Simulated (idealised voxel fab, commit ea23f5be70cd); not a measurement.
Herein follows the process module entitled voxel lift off.
This is section cut - it's 300 nm across, gridded in 5 nm square cells.
How to read a cross-section here: the picture is a grid of square cells, written as bands going from the top down, and any band can span one or more rows of cells. Quick guide to a band line: top height, bottom height (nm) up front; then every material left to right with its width in nm. Only one material and it's marked "edge to edge"? Then it fills the band edge to edge. And "air" just means empty space. Heads up on the height convention: 0 is the point under which the incoming wafer is all one material, and the lowest band has no bottom, it just keeps going down, like "0 nm and below". Read "30..40" as a graded width: first number on top, second number at the bottom, same change between each pair of neighbouring rows. Basically "left unchanged" means that step didn't change any cell in the cross-section. "Sealed void list" lists enclosed empty spaces (at least 8 cells, no open path upward to the top), each as width x height at distance from the left edge, in nm. Whatever follows a step's settings on its line is a remark the simulator itself makes about that step. overlay nm: how far to the right of its planned place the mask lay on this masked step (negative: to the left).

# Listed below are the process steps as planned
1) RECEIVE [material Si]
2) CONFORMAL_DEP [material SiN] [thk nm 10]
3) PATTERN [tone open] [mask id LINES] [material resist] [width nm 25] [pitch nm 50] [thk nm 20] [overlay nm 0]
4) DIRECTIONAL_DEP [material Ru] [thk nm 10]
5) STRIP [etch materials resist]
6) CONFORMAL_DEP [material SiN] [thk nm 5]

# So, the first of our two wafers, run just as we planned it

# as received, after step 1
0 nm and below | Si edge to edge
Sealed void list: none

# Cross-section of the wafer subsequent to step 2
10 nm to 0 nm | SiN edge to edge
For the remainder of the cross-section, below 0, there is no change.

# Cross-section of the wafer subsequent to step 3
30 nm to 10 nm | resist=110, then air=25, then resist=25, then air=25, then resist=115
For the remainder of the cross-section, below 10, there is no change.

# Cross-section of the wafer subsequent to step 4
40 nm to 30 nm | Ru=110, then air=25, then Ru=25, then air=25, then Ru=115
30 nm to 20 nm | resist=110, then air=25, then resist=25, then air=25, then resist=115
20 nm to 10 nm | resist=110, then Ru=25, then resist=25, then Ru=25, then resist=115
For the remainder of the cross-section, below 10, there is no change.

# Cross-section of the wafer subsequent to step 5
20 nm to 10 nm | air=110, then Ru=25, then air=25, then Ru=25, then air=115
For the remainder of the cross-section, below 10, there is no change.

# Cross-section of the wafer subsequent to step 6
25 nm to 20 nm | air=105, then SiN=35, then air=15, then SiN=35, then air=110
20 nm to 15 nm | air=105, then SiN=5, then Ru=25, then SiN=5, then air=15, then SiN=5, then Ru=25, then SiN=5, then air=110
15 nm to 10 nm | SiN=110, then Ru=25, then SiN=25, then Ru=25, then SiN=115
For the remainder of the cross-section, below 10, there is no change.

# Second wafer, same starting state and plan as the first, one mistake in the run, identical through step 2

# Second wafer at the planned finish of step 3, seen in cross-section
30 nm to 10 nm | resist=120, then air=25, then resist=25, then air=25, then resist=105
For the remainder of the cross-section, below 10, there is no change.

# Second wafer at the planned finish of step 4, seen in cross-section
40 nm to 30 nm | Ru=120, then air=25, then Ru=25, then air=25, then Ru=105
30 nm to 20 nm | resist=120, then air=25, then resist=25, then air=25, then resist=105
20 nm to 10 nm | resist=120, then Ru=25, then resist=25, then Ru=25, then resist=105
For the remainder of the cross-section, below 10, there is no change.

# Second wafer at the planned finish of step 5, seen in cross-section
20 nm to 10 nm | air=120, then Ru=25, then air=25, then Ru=25, then air=105
For the remainder of the cross-section, below 10, there is no change.

# Second wafer at the planned finish of step 6, seen in cross-section
25 nm to 20 nm | air=115, then SiN=35, then air=15, then SiN=35, then air=100
20 nm to 15 nm | air=115, then SiN=5, then Ru=25, then SiN=5, then air=15, then SiN=5, then Ru=25, then SiN=5, then air=100
15 nm to 10 nm | SiN=120, then Ru=25, then SiN=25, then Ru=25, then SiN=105
For the remainder of the cross-section, below 10, there is no change.
Nonconformance to the process plan: step 3 changed vs plan, executed as PATTERN [tone open] [mask id LINES] [material resist] [width nm 25] [pitch nm 50] [thk nm 20] [overlay nm 10]
At the end, the second wafer has the same number of cells of each material as the first, but those cells sit in other places.
